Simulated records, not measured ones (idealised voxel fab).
Documented hereafter: the process module known as voxel plated lines.
The width of the displayed cross-section, cut, is 225 nm; its cells are square, with a size of 5 nm.
Think of the cross-section as a grid of square cells. We describe it in bands, top to bottom, and each band covers one or more rows of those cells. Within each band entry, the heights of the top and of the bottom of the band appear first, in that order and in nm; the materials of the band then follow from left to right, each with its corresponding width in nm. The designation "full width" on a single material indicates that it fills the band from edge to edge; the designation "air" indicates empty space. Heights are measured from 0, the level below which the as-received wafer is all one material; the lowest band has no bottom and continues downward, written as in "from 0 down". Top row gets the first number, bottom row gets the second, and each row in between changes by the same step: that is how a band width like "30->40" works. Where the words "identical to before" appear for a step, the cross-section shows no cell changed by that step; every cell remained as before. "Trapped void list" means: voids of 8 cells or more that are shut off from the top with no open way through. Written width x height at distance, distance from the left edge, in nm. Anything after a step's settings on that line? It's the simulator's own note about the step. "overlay nm" on a masked step: distance the mask lay right of its planned place, negative for left.

SO HERE'S THE LINEUP OF PROCESS STEPS WE PLANNED
1 RECEIVE with material Si
2 CONFORMAL_DEP with material SiO2, thk nm 5
3 DIRECTIONAL_DEP with material TiN, thk nm 5
4 PATTERN with tone open, mask id LINES, material resist, width nm 20, pitch nm 45, thk nm 30, overlay nm 0
5 EPI with material Ru, thk nm 10
6 EPI with material Ru, thk nm 10
7 STRIP with etch materials resist
8 DIRECTIONAL_ETCH with etch materials TiN, depth nm 5
9 CONFORMAL_DEP with material SiN, thk nm 10
Among the wafers covered here, the point of difference is the width nm at step 4; their starting state is shared, and the plan presents the value of the first wafer.

THE FIRST OF SEVERAL WAFERS AS RECEIVED, SHOWN IN CROSS-SECTION; THIS IS ITS STATE AFTER STEP 1
	from 0 down  Si full width
	Trapped void list: none

BELOW: A ROW PER WAFER. CONTENTS AT END OF MODULE: FOR EVERY MATERIAL, CELLS GAINED SINCE RECEIPT (+) OR LOST SINCE RECEIPT (-); THEN CLOSED VOIDS
width nm 20; +48 Ru; +150 SiN; +45 SiO2; +12 TiN; Trapped void list: none
width nm 25; +60 Ru; +150 SiN; +45 SiO2; +15 TiN; Trapped void list: none
width nm 30; +72 Ru; +140 SiN; +45 SiO2; +18 TiN; Trapped void list: none
